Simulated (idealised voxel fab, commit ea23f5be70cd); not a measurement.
process module | voxel self aligned vias
Displayed cross-section: cut, width of 205 nm, square cells sized 5 nm.
Cross-section layout: square cells on a grid; listed as bands, top to bottom; a band spans one or more cell rows.
Band: top height; bottom height; in nm. Then, left to right: material with width in nm, for each material. "edge to edge": a single material spanning edge to edge. "empty": empty space.
Heads up on the height convention: 0 is the point under which the incoming wafer is all one material, and the lowest band has no bottom, it just keeps going down, like "top 0, no bottom".
Read "30->40" as a graded width: first number on top, second number at the bottom, same change between each pair of neighbouring rows.
Key: "nothing different" - step with no changed cell in the cross-section.
In the "Closed void listing" entry, you get each enclosed empty space of 8 cells or more, one with no open way to the top, written width x height at distance, distance from the left edge, in nm.
Formally, on a step line, whatever follows the settings is a remark that the simulator itself makes on the step.
"overlay nm", when on a step's line for a step with a mask, measures how far to the right of its planned place the mask lay; a negative measure means to the left.
[Steps planned for the process]
step 1: RECEIVE [material Si]
step 2: CONFORMAL_DEP [material SiO2] [thk nm 15]
step 3: CONFORMAL_DEP [material SiCN] [thk nm 5]
step 4: DIRECTIONAL_DEP [material SiO2] [thk nm 25]
step 5: MASKED_ETCH [tone open] [mask id LINES] [width nm 20] [pitch nm 70] [etch materials SiO2] [depth nm 25] [overlay nm 0]
step 6: CONFORMAL_DEP [material TiN] [thk nm 5]
step 7: FILL_DEP [material W] [thk nm 10]
step 8: CMP [height nm 45]
step 9: SELECTIVE_ETCH [etch materials W Ru TiN] [depth nm 5]
step 10: FILL_DEP [material SiN] [thk nm 5]
step 11: CMP [height nm 45]
step 12: DIRECTIONAL_DEP [material SiO2] [thk nm 15]
step 13: PATTERN [tone open] [mask id VIAS] [material resist] [width nm 40] [thk nm 20] [overlay nm 0]
step 14: DIRECTIONAL_ETCH [etch materials SiO2] [depth nm 15]
step 15: DIRECTIONAL_ETCH [etch materials SiN] [depth nm 5]
step 16: STRIP [etch materials resist]
step 17: CONFORMAL_DEP [material TiN] [thk nm 5]
step 18: FILL_DEP [material W] [thk nm 5]
step 19: CMP [height nm 60]
step 20: CONFORMAL_DEP [material SiN] [thk nm 5]
[On the first of the two wafers: run conducted according to plan]
[Delivered wafer in cross-section: state after step 1]
  top 0, no bottom  Si edge to edge
  Closed void listing: none
[The wafer, seen in cross-section, after step 2]
  top 15, bottom 0  SiO2 edge to edge
  For the remainder of the cross-section, below 0, there is no change.
[The wafer, seen in cross-section, after step 3]
  top 20, bottom 15  SiCN edge to edge
  For the remainder of the cross-section, below 15, there is no change.
[The wafer, seen in cross-section, after step 4]
  top 45, bottom 20  SiO2 edge to edge
  For the remainder of the cross-section, below 20, there is no change.
[The wafer, seen in cross-section, after step 5]
  top 45, bottom 20  55 SiO2; 20 empty; 50 SiO2; 20 empty; 60 SiO2
  For the remainder of the cross-section, below 20, there is no change.
[The wafer, seen in cross-section, after step 6]
  top 50, bottom 45  60 TiN; 10 empty; 60 TiN; 10 empty; 65 TiN
  top 45, bottom 25  55 SiO2; 5 TiN; 10 empty; 5 TiN; 50 SiO2; 5 TiN; 10 empty; 5 TiN; 60 SiO2
  top 25, bottom 20  55 SiO2; 20 TiN; 50 SiO2; 20 TiN; 60 SiO2
  For the remainder of the cross-section, below 20, there is no change.
[The wafer, seen in cross-section, after step 7]
  top 60, bottom 50  W edge to edge
  top 50, bottom 45  60 TiN; 10 W; 60 TiN; 10 W; 65 TiN
  top 45, bottom 25  55 SiO2; 5 TiN; 10 W; 5 TiN; 50 SiO2; 5 TiN; 10 W; 5 TiN; 60 SiO2
  For the remainder of the cross-section, below 25, there is no change.
[The wafer, seen in cross-section, after step 8]
  top 45, bottom 25  55 SiO2; 5 TiN; 10 W; 5 TiN; 50 SiO2; 5 TiN; 10 W; 5 TiN; 60 SiO2
  For the remainder of the cross-section, below 25, there is no change.
[The wafer, seen in cross-section, after step 9]
  top 45, bottom 40  55 SiO2; 20 empty; 50 SiO2; 20 empty; 60 SiO2
  For the remainder of the cross-section, below 40, there is no change.
[The wafer, seen in cross-section, after step 10]
  top 50, bottom 45  SiN edge to edge
  top 45, bottom 40  55 SiO2; 20 SiN; 50 SiO2; 20 SiN; 60 SiO2
  For the remainder of the cross-section, below 40, there is no change.
[The wafer, seen in cross-section, after step 11]
  top 45, bottom 40  55 SiO2; 20 SiN; 50 SiO2; 20 SiN; 60 SiO2
  For the remainder of the cross-section, below 40, there is no change.
[The wafer, seen in cross-section, after step 12]
  top 60, bottom 45  SiO2 edge to edge
  For the remainder of the cross-section, below 45, there is no change.
[The wafer, seen in cross-section, after step 13]
  top 80, bottom 60  45 resist; 40 empty; 120 resist
  For the remainder of the cross-section, below 60, there is no change.
[The wafer, seen in cross-section, after step 14]
  top 80, bottom 60  45 resist; 40 empty; 120 resist
  top 60, bottom 45  45 SiO2; 40 empty; 120 SiO2
  For the remainder of the cross-section, below 45, there is no change.
[The wafer, seen in cross-section, after step 15]
  top 80, bottom 60  45 resist; 40 empty; 120 resist
  top 60, bottom 45  45 SiO2; 40 empty; 120 SiO2
  top 45, bottom 40  55 SiO2; 20 empty; 50 SiO2; 20 SiN; 60 SiO2
  For the remainder of the cross-section, below 40, there is no change.
[The wafer, seen in cross-section, after step 16]
  top 60, bottom 45  45 SiO2; 40 empty; 120 SiO2
  For the remainder of the cross-section, below 45, there is no change.
[The wafer, seen in cross-section, after step 17]
  top 65, bottom 60  50 TiN; 30 empty; 125 TiN
  top 60, bottom 50  45 SiO2; 5 TiN; 30 empty; 5 TiN; 120 SiO2
  top 50, bottom 45  45 SiO2; 15 TiN; 10 empty; 15 TiN; 120 SiO2
  top 45, bottom 40  55 SiO2; 20 TiN; 50 SiO2; 20 SiN; 60 SiO2
  For the remainder of the cross-section, below 40, there is no change.
[The wafer, seen in cross-section, after step 18]
  top 70, bottom 65  W edge to edge
  top 65, bottom 60  50 TiN; 30 W; 125 TiN
  top 60, bottom 50  45 SiO2; 5 TiN; 30 W; 5 TiN; 120 SiO2
  top 50, bottom 45  45 SiO2; 15 TiN; 10 W; 15 TiN; 120 SiO2
  For the remainder of the cross-section, below 45, there is no change.
[The wafer, seen in cross-section, after step 19]
  top 60, bottom 50  45 SiO2; 5 TiN; 30 W; 5 TiN; 120 SiO2
  For the remainder of the cross-section, below 50, there is no change.
[The wafer, seen in cross-section, after step 20]
  top 65, bottom 60  SiN edge to edge
  For the remainder of the cross-section, below 60, there is no change.
[Second wafer, same starting state and plan as the first, one mistake in the run, identical through step 9]
[Second wafer, section view, time point: scheduled end of step 10]
  top 50, bottom 45  TiN edge to edge
  top 45, bottom 40  55 SiO2; 20 TiN; 50 SiO2; 20 TiN; 60 SiO2
  For the remainder of the cross-section, below 40, there is no change.
[Second wafer, section view, time point: scheduled end of step 11]
  top 45, bottom 40  55 SiO2; 20 TiN; 50 SiO2; 20 TiN; 60 SiO2
  For the remainder of the cross-section, below 40, there is no change.
[Second wafer, section view, time point: scheduled end of step 12]
  top 60, bottom 45  SiO2 edge to edge
  For the remainder of the cross-section, below 45, there is no change.
[Second wafer, section view, time point: scheduled end of step 13]
  top 80, bottom 60  45 resist; 40 empty; 120 resist
  For the remainder of the cross-section, below 60, there is no change.
[Second wafer, section view, time point: scheduled end of step 14]
  top 80, bottom 60  45 resist; 40 empty; 120 resist
  top 60, bottom 45  45 SiO2; 40 empty; 120 SiO2
  For the remainder of the cross-section, below 45, there is no change.
Second wafer, section view, time point: scheduled end of step 15: nothing different
[Second wafer, section view, time point: scheduled end of step 16]
  top 60, bottom 45  45 SiO2; 40 empty; 120 SiO2
  For the remainder of the cross-section, below 45, there is no change.
[Second wafer, section view, time point: scheduled end of step 17]
  top 65, bottom 60  50 TiN; 30 empty; 125 TiN
  top 60, bottom 50  45 SiO2; 5 TiN; 30 empty; 5 TiN; 120 SiO2
  top 50, bottom 45  45 SiO2; 40 TiN; 120 SiO2
  For the remainder of the cross-section, below 45, there is no change.
[Second wafer, section view, time point: scheduled end of step 18]
  top 70, bottom 65  W edge to edge
  top 65, bottom 60  50 TiN; 30 W; 125 TiN
  top 60, bottom 50  45 SiO2; 5 TiN; 30 W; 5 TiN; 120 SiO2
  For the remainder of the cross-section, below 50, there is no change.
[Second wafer, section view, time point: scheduled end of step 19]
  top 60, bottom 50  45 SiO2; 5 TiN; 30 W; 5 TiN; 120 SiO2
  For the remainder of the cross-section, below 50, there is no change.
[Second wafer, section view, time point: scheduled end of step 20]
  top 65, bottom 60  SiN edge to edge
  For the remainder of the cross-section, below 60, there is no change.
What broke from the plan during processing? so step 10 ended up running with a different setting than we planned, it ran as FILL_DEP [material TiN] [thk nm 5]
Bottom line after processing is that, in cells, the second wafer is up or down on some materials versus the first: -4 SiN, +6 TiN, -2 W
